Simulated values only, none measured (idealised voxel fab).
This is a process module. Its name is voxel local oxidation.
145 nm wide, 5 nm square cells: that's cross-section cut.
Just so we're on the same page, the cross-sections are grids of square cells, and they're listed out in bands top to bottom, each band one or more rows deep. First you get the band's top height and its bottom height, in nm, and then the materials it's made of, left to right, with each width in nm. If you see a single material with "full width", that one covers the band edge to edge. "air" is empty space. Height 0 is the level under which the wafer as received is all one material. The lowest band goes on downwards, as in "0..down". Read "30->40" as a graded width: first number on top, second number at the bottom, same change between each pair of neighbouring rows. "identical to before" for a step: no cell of the cross-section changed in that step. "Enclosed internal cavities" lists enclosed empty spaces (at least 8 cells, no open path upward to the top), each as width x height at distance from the left edge, in nm. Note: text after step settings on the step line = simulator remark on that step. "overlay nm" denotes, for a step that has a mask, the displacement of the mask to the right of its planned place, with negative values corresponding to the left.

Listed below are the process steps as planned:
1. RECEIVE (material Si)
2. OXIDIZE (depth nm 5)
3. CONFORMAL_DEP (material SiN; thk nm 10)
4. MASKED_ETCH (tone cover; mask id ACTIVE; width nm 100; etch materials SiN; depth nm 10; overlay nm 0)
5. SELECTIVE_ETCH (etch materials SiO2; depth nm 5)
6. OXIDIZE (depth nm 15)
7. STRIP (etch materials SiN)
Don't read the plan's width nm for step 4 as applying to every wafer: that's the first wafer's value, and the wafers differ in it, though they all start identical.

First wafer of several, as received: cross-section after step 1:
	0..down  Si full width
	Enclosed internal cavities: none

Take any row and you have a wafer at the end of the module: how many cells of each material it has gained (+) or lost (-) since it was received, and then its closed voids:
width nm 100; -80 Si; +69 SiO2; Enclosed internal cavities: none
width nm 105; -77 Si; +67 SiO2; Enclosed internal cavities: none
width nm 110; -74 Si; +65 SiO2; Enclosed internal cavities: none
width nm 115; -71 Si; +63 SiO2; Enclosed internal cavities: none
